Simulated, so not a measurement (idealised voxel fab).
A process module follows: voxel double patterning.
Section cut is 260 nm wide and gridded with 5 nm square cells.
Throughout this document, each cross-section is represented as a grid of square cells and is presented as a sequence of bands enumerated from the top downward, where a band comprises one or more rows of cells.
Basically the band line says how high the top is and how high the bottom is, in nm, and then what's in it from left to right, every material with its width in nm. Empty space shows up as "empty", and if a single material carries "everywhere" it runs the full band edge to edge.
Heads up on the height convention: 0 is the point under which the incoming wafer is all one material, and the lowest band has no bottom, it just keeps going down, like "z 0 and below".
Quick explanation for "30->40": the width changes in equal steps down the rows of cells, from the first number in the band's top row to the second number in its bottom row.
"nothing different" for a step: no cell of the cross-section changed in that step.
"Voids, sealed" means: voids of 8 cells or more that are shut off from the top with no open way through. Written width x height at distance, distance from the left edge, in nm.
If you see something after the settings on a step's line, that's the simulator's own remark about that step.
overlay nm: on a step with a mask, how far right of its planned place the mask lay; negative means left.
Planned process steps
1,op RECEIVE | material Si
2,op CONFORMAL_DEP | material SiN | thk nm 5
3,op DIRECTIONAL_DEP | material SiO2 | thk nm 15
4,op DIRECTIONAL_DEP | material SiCN | thk nm 10
5,op MASKED_ETCH | tone open | mask id FIRST | width nm 15 | pitch nm 50 | etch materials SiCN | depth nm 10 | overlay nm -15
6,op DIRECTIONAL_DEP | material aC | thk nm 15
7,op PATTERN | tone open | mask id SECOND | material resist | width nm 15 | pitch nm 50 | thk nm 35 | overlay nm 0
8,op DIRECTIONAL_ETCH | etch materials aC | depth nm 15
9,op STRIP | etch materials resist
10,op DIRECTIONAL_ETCH | etch materials SiCN | depth nm 10
11,op STRIP | etch materials aC
12,op DIRECTIONAL_ETCH | etch materials SiO2 | depth nm 15
13,op STRIP | etch materials SiCN
Don't read the plan's overlay nm for step 5 as applying to every wafer: that's the first wafer's value, and the wafers differ in it, though they all start identical.
The first of several wafers, as received after step 1, seen in section
> z 0 and below: Si everywhere
> Voids, sealed: none
Here's the first of several wafers in cross-section, end of the module, after the last step, step 13
> z 20 to 5: SiO2 55; empty 15; SiO2 25; empty 25; SiO2 25; empty 25; SiO2 90
> z 5 to 0: SiN everywhere
> z 0 and below: Si everywhere
> Voids, sealed: none
Final wafer cross-section at module end
> z 20 to 5: SiO2 85; empty 25; SiO2 25; empty 25; SiO2 25; empty 15; SiO2 60
> z 5 to 0: SiN everywhere
> z 0 and below: Si everywhere
> Voids, sealed: none
So in this table every wafer gets its own row, and what you see is where it stands at the end of the module: for each material, how many cells it picked up (+) or gave up (-) since we received it, and after that its closed voids
overlay nm -15; +52 SiN; +117 SiO2; Voids, sealed: none
overlay nm -10; +52 SiN; +111 SiO2; Voids, sealed: none
overlay nm -5; +52 SiN; +111 SiO2; Voids, sealed: none
overlay nm 0; +52 SiN; +111 SiO2; Voids, sealed: none
overlay nm 5; +52 SiN; +111 SiO2; Voids, sealed: none
overlay nm 10; +52 SiN; +111 SiO2; Voids, sealed: none
overlay nm 15; +52 SiN; +117 SiO2; Voids, sealed: none
